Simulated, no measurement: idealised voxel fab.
Herein follows the process module entitled voxel ribs on slabs.
The cross-section shown here is cut; it is 270 nm wide and divided into square cells measuring 5 nm on a side.
A cross-section is a grid of square cells, given in bands from the top down. A band is one or more rows of cells.
Top height, bottom height, nm. Materials left to right, width each, nm. Single material + "all across" = fills band edge to edge. "blank" = empty.
Basically, 0 is our baseline, since under it the wafer straight out of the box is all one material. The bottom band has no lower end and keeps on going down, so it looks like "z 0 and below".
Width: "30->40" (first number = top row, second number = bottom row, same change from row to row of cells).
You'll sometimes find "same as before" written for a step, and that's the way of saying that nowhere in the cross-section did a cell change during that step.
Entry "Enclosed empty spaces". Content: empty spaces with no open connection to the top, size 8 cells or greater. Each: width x height at distance. Distance: from left edge. Unit: nm.
It should be noted that, on the line of a given step, the content following the step's settings is a remark produced by the simulator itself with respect to that step.
overlay nm: mask right of planned place by this much (step with mask). Neg. = left.
Plan
1,RECEIVE: material Si
2,DIRECTIONAL_DEP: material SiO2, thk nm 25
3,DIRECTIONAL_DEP: material SiN, thk nm 20
4,PATTERN: tone cover, mask id RIB, material resist, width nm 15, thk nm 20, overlay nm 0
5,DIRECTIONAL_ETCH: etch materials SiN, depth nm 5
6,STRIP: etch materials resist
7,PATTERN: tone cover, mask id SLAB, material resist, width nm 75, thk nm 20, overlay nm 0
8,DIRECTIONAL_ETCH: etch materials SiN, depth nm 15
9,STRIP: etch materials resist
10,FILL_DEP: material SiO2, thk nm 25
11,CMP: height nm 60
12,DIRECTIONAL_DEP: material W, thk nm 5
13,MASKED_ETCH: tone cover, mask id HEATER, width nm 25, etch materials W, depth nm 5, overlay nm 0
14,CONFORMAL_DEP: material SiO2, thk nm 5
Wafer at receipt (post step 1), cross-section
* z 0 and below = Si all across
* Enclosed empty spaces: none
Cross-section at module end, one run error; start and plan unchanged from above
* z 70 to 65 = blank: 115, then SiO2: 35, then blank: 120
* z 65 to 60 = SiO2: 120, then W: 25, then SiO2: 125
* z 60 to 50 = SiO2: 95, then SiN: 75, then SiO2: 100
* z 50 to 0 = SiO2 all across
* z 0 and below = Si all across
* Enclosed empty spaces: none
Diagnosis: plan step 2 was twice executed
